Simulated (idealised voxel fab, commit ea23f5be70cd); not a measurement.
process module | voxel transistor to metal
cross-section cut | 285 nm wide | cells 5 nm
A cross-section is a grid of square cells, given in bands from the top down. A band is one or more rows of cells.
Each band's line starts with the height of the band's top and of its bottom, in nm. Then come its materials from left to right, each with its width in nm. One material with "throughout" fills the band from edge to edge. "air" is empty space.
Height 0 is the level under which the wafer as received is all one material. The lowest band goes on downwards, as in "0 down".
A width such as "30 to 40" changes by the same amount from each row of cells to the next, from the band's top row to its bottom row.
"no change" after a step means that no cell of the cross-section changed.
closed voids: empty space of 8 cells or more with no open way to the top, each as width x height at its distance from the left edge, in nm
after a step's settings: what the simulator itself notes on the step
overlay nm, on a step with a mask: how far to the right of its planned place the mask lay; to the left if negative
plan
1 op RECEIVE | material Si
2 op OXIDIZE | depth nm 5
3 op CONFORMAL_DEP | material SiN | thk nm 10
4 op PATTERN | tone cover | mask id ACTIVE | material resist | width nm 90 | pitch nm 125 | thk nm 20 | overlay nm 0
5 op DIRECTIONAL_ETCH | etch materials SiN | depth nm 10
6 op DIRECTIONAL_ETCH | etch materials SiO2 | depth nm 5
7 op DIRECTIONAL_ETCH | etch materials Si | depth nm 25
8 op STRIP | etch materials resist
9 op FILL_DEP | material SiO2 | thk nm 10
10 op CMP | height nm 10
11 op SELECTIVE_ETCH | etch materials SiO2 | depth nm 5
12 op STRIP | etch materials SiN
13 op SELECTIVE_ETCH | etch materials SiO2 | depth nm 5
14 op OXIDIZE | depth nm 5
15 op DIRECTIONAL_DEP | material polySi | thk nm 25
16 op DIRECTIONAL_DEP | material SiCN | thk nm 10
17 op DIRECTIONAL_DEP | material aC | thk nm 10
18 op PATTERN | tone cover | mask id GATE | material resist | width nm 20 | pitch nm 125 | thk nm 30 | overlay nm 0
19 op DIRECTIONAL_ETCH | etch materials aC | depth nm 10
20 op STRIP | etch materials resist
21 op DIRECTIONAL_ETCH | etch materials SiCN | depth nm 20
22 op DIRECTIONAL_ETCH | etch materials polySi | depth nm 35
23 op STRIP | etch materials aC
24 op CONFORMAL_DEP | material SiN | thk nm 10
25 op DIRECTIONAL_ETCH | etch materials SiN | depth nm 10
26 op DIRECTIONAL_ETCH | etch materials SiO2 | depth nm 5
27 op EPI | material SiGe | thk nm 5
28 op FILL_DEP | material SiO2 | thk nm 10
29 op CMP | height nm 30
30 op DIRECTIONAL_DEP | material SiO2 | thk nm 15
31 op MASKED_ETCH | tone open | mask id CONTACT | width nm 30 | etch materials SiO2 | depth nm 50 | overlay nm 0
32 op CONFORMAL_DEP | material TiN | thk nm 5
33 op FILL_DEP | material W | thk nm 10
34 op CMP | height nm 45
35 op CONFORMAL_DEP | material SiCN | thk nm 5
36 op DIRECTIONAL_DEP | material lowk | thk nm 25
37 op MASKED_ETCH | tone open | mask id METAL_1 | width nm 15 | etch materials lowk | depth nm 25 | overlay nm 0
38 op MASKED_ETCH | tone open | mask id METAL_1 | width nm 15 | etch materials SiCN | depth nm 5 | overlay nm 0
39 op CONFORMAL_DEP | material TiN | thk nm 5
40 op FILL_DEP | material Ru | thk nm 10
41 op CMP | height nm 75
42 op EPI | material Ru | thk nm 5
43 op FILL_DEP | material SiCN | thk nm 5
varied across the wafers: width nm of step 4. The plan shows the first wafer's value. All wafers start alike
first wafer as received, after step 1
  0 down: Si throughout
  closed voids: none
each wafer at the end: cells of each material gained (+) or lost (-) since it was received, then its closed voids
width nm 90 | +40 Ru | -198 Si | +155 SiCN | +16 SiGe | +64 SiN | +367 SiO2 | +148 TiN | +112 W | +225 lowk | +40 polySi | closed voids: none
width nm 95 | +40 Ru | -190 Si | +155 SiCN | +18 SiGe | +64 SiN | +355 SiO2 | +148 TiN | +114 W | +225 lowk | +40 polySi | closed voids: none
width nm 100 | +40 Ru | -182 Si | +155 SiCN | +20 SiGe | +64 SiN | +343 SiO2 | +148 TiN | +116 W | +225 lowk | +40 polySi | closed voids: none
width nm 105 | +40 Ru | -174 Si | +155 SiCN | +22 SiGe | +64 SiN | +333 SiO2 | +148 TiN | +116 W | +225 lowk | +40 polySi | closed voids: none
width nm 110 | +40 Ru | -166 Si | +155 SiCN | +24 SiGe | +64 SiN | +323 SiO2 | +148 TiN | +116 W | +225 lowk | +40 polySi | closed voids: none
